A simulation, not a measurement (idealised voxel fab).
Documented hereafter: the process module known as voxel gate over fins.
Xsec cut, 210 nm wide, square cell size 5 nm.
This document writes a cross-section as a grid whose cells are square, and gives it as bands, listed from the top down; one or more rows of cells form a band. Band: top and bottom heights (nm) first, top before bottom; then materials from left to right, widths in nm. "throughout" marks a sole material filling the band edge to edge. "air" denotes empty space. Basically, 0 is our baseline, since under it the wafer straight out of the box is all one material. The bottom band has no lower end and keeps on going down, so it looks like "top 0, no bottom". Note: "30 to 40" means the width goes from the first number (top row of the band) to the second number (bottom row) in equal steps per row of cells. The designation "nothing altered", where it is given for a processing step, indicates that no cell of the cross-section was altered in the course of that step. "Voids, enclosed" lists enclosed empty spaces (at least 8 cells, no open path upward to the top), each as width x height at distance from the left edge, in nm. Post-settings text on a step line: simulator's own remark regarding the step. "overlay nm" answers the question of how far to the right of plan the mask lay on a step that has a mask, and when it is negative the answer is to the left.
**Steps planned for the process**
1) RECEIVE with material Si
2) CONFORMAL_DEP with material SiN, thk nm 10
3) MASKED_ETCH with tone cover, mask id FINS, width nm 15, pitch nm 35, etch materials SiN, depth nm 10, overlay nm 0
4) MASKED_ETCH with tone cover, mask id FINS, width nm 15, pitch nm 35, etch materials Si, depth nm 40, overlay nm 0
5) OXIDIZE with depth nm 5
6) FILL_DEP with material SiO2, thk nm 10
7) CMP with height nm 10
8) SELECTIVE_ETCH with etch materials SiO2, depth nm 20
9) STRIP with etch materials SiN
10) CONFORMAL_DEP with material HfO2, thk nm 5
11) CONFORMAL_DEP with material TiN, thk nm 5
12) FILL_DEP with material W, thk nm 10
13) CMP with height nm 15
14) CONFORMAL_DEP with material SiCN, thk nm 10
**Wafer, first of two, run as planned**
**This is the cross-section of the wafer as we received it, i.e. after step 1**
    top 0, no bottom: Si throughout
    Voids, enclosed: none
**after step 2**
    top 10, bottom 0: SiN throughout
    Heights below 0 show no change.
**after step 3**
    top 10, bottom 0: air=80, SiN=15, air=20, SiN=15, air=80
    Heights below 0 show no change.
**after step 4**
    top 10, bottom 0: air=80, SiN=15, air=20, SiN=15, air=80
    top 0, bottom -40: air=80, Si=15, air=20, Si=15, air=80
    Heights below -40 show no change.
**after step 5**
    top 10, bottom 0: air=80, SiN=15, air=20, SiN=15, air=80
    top 0, bottom -40: air=80, SiO2=5, Si=5, SiO2=5, air=20, SiO2=5, Si=5, SiO2=5, air=80
    top -40, bottom -45: SiO2=85, Si=5, SiO2=30, Si=5, SiO2=85
    Heights below -45 show no change.
**after step 6**
    top 20, bottom 10: SiO2 throughout
    top 10, bottom 0: SiO2=80, SiN=15, SiO2=20, SiN=15, SiO2=80
    top 0, bottom -45: SiO2=85, Si=5, SiO2=30, Si=5, SiO2=85
    Heights below -45 show no change.
**after step 7**
    top 10, bottom 0: SiO2=80, SiN=15, SiO2=20, SiN=15, SiO2=80
    Heights below 0 show no change.
**after step 8**
    top 10, bottom 0: air=80, SiN=15, air=20, SiN=15, air=80
    top 0, bottom -10: air=85, Si=5, air=30, Si=5, air=85
    Heights below -10 show no change.
**after step 9**
    top 0, bottom -10: air=85, Si=5, air=30, Si=5, air=85
    Heights below -10 show no change.
**after step 10**
    top 5, bottom 0: air=80, HfO2=15, air=20, HfO2=15, air=80
    top 0, bottom -5: air=80, HfO2=5, Si=5, HfO2=5, air=20, HfO2=5, Si=5, HfO2=5, air=80
    top -5, bottom -10: HfO2=85, Si=5, HfO2=30, Si=5, HfO2=85
    Heights below -10 show no change.
**after step 11**
    top 10, bottom 5: air=75, TiN=25, air=10, TiN=25, air=75
    top 5, bottom 0: air=75, TiN=5, HfO2=15, TiN=5, air=10, TiN=5, HfO2=15, TiN=5, air=75
    top 0, bottom -5: TiN=80, HfO2=5, Si=5, HfO2=5, TiN=20, HfO2=5, Si=5, HfO2=5, TiN=80
    Heights below -5 show no change.
**after step 12**
    top 20, bottom 10: W throughout
    top 10, bottom 5: W=75, TiN=25, W=10, TiN=25, W=75
    top 5, bottom 0: W=75, TiN=5, HfO2=15, TiN=5, W=10, TiN=5, HfO2=15, TiN=5, W=75
    Heights below 0 show no change.
**after step 13**
    top 15, bottom 10: W throughout
    Heights below 10 show no change.
**after step 14**
    top 25, bottom 15: SiCN throughout
    Heights below 15 show no change.
**Notes, second wafer: start = first wafer's, plan = first wafer's, execution had one mistake; history identical to first through step 5**
**Cross-section of the second wafer at the time step 6 of the plan should have ended**
    top 20, bottom 10: TiN throughout
    top 10, bottom 0: TiN=80, SiN=15, TiN=20, SiN=15, TiN=80
    top 0, bottom -40: TiN=80, SiO2=5, Si=5, SiO2=5, TiN=20, SiO2=5, Si=5, SiO2=5, TiN=80
    Heights below -40 show no change.
**Cross-section of the second wafer at the time step 7 of the plan should have ended**
    top 10, bottom 0: TiN=80, SiN=15, TiN=20, SiN=15, TiN=80
    Heights below 0 show no change.
Cross-section of the second wafer at the time step 8 of the plan should have ended: nothing altered
**Cross-section of the second wafer at the time step 9 of the plan should have ended**
    top 10, bottom 0: TiN=80, air=15, TiN=20, air=15, TiN=80
    Heights below 0 show no change.
**Cross-section of the second wafer at the time step 10 of the plan should have ended**
    top 15, bottom 10: HfO2=85, air=5, HfO2=30, air=5, HfO2=85
    top 10, bottom 5: TiN=80, HfO2=5, air=5, HfO2=5, TiN=20, HfO2=5, air=5, HfO2=5, TiN=80
    top 5, bottom 0: TiN=80, HfO2=15, TiN=20, HfO2=15, TiN=80
    Heights below 0 show no change.
**Cross-section of the second wafer at the time step 11 of the plan should have ended**
    top 20, bottom 15: TiN throughout
    top 15, bottom 10: HfO2=85, TiN=5, HfO2=30, TiN=5, HfO2=85
    top 10, bottom 5: TiN=80, HfO2=5, TiN=5, HfO2=5, TiN=20, HfO2=5, TiN=5, HfO2=5, TiN=80
    Heights below 5 show no change.
**Cross-section of the second wafer at the time step 12 of the plan should have ended**
    top 30, bottom 20: W throughout
    Heights below 20 show no change.
**Cross-section of the second wafer at the time step 13 of the plan should have ended**
    top 15, bottom 10: HfO2=85, TiN=5, HfO2=30, TiN=5, HfO2=85
    Heights below 10 show no change.
**Cross-section of the second wafer at the time step 14 of the plan should have ended**
    top 25, bottom 15: SiCN throughout
    Heights below 15 show no change.
Run error: step 6 deviated from plan and actually ran as FILL_DEP with material TiN, thk nm 10
At the finish, the second wafer shows more or fewer cells for some materials than the first does: -208 SiO2; +314 TiN; -106 W
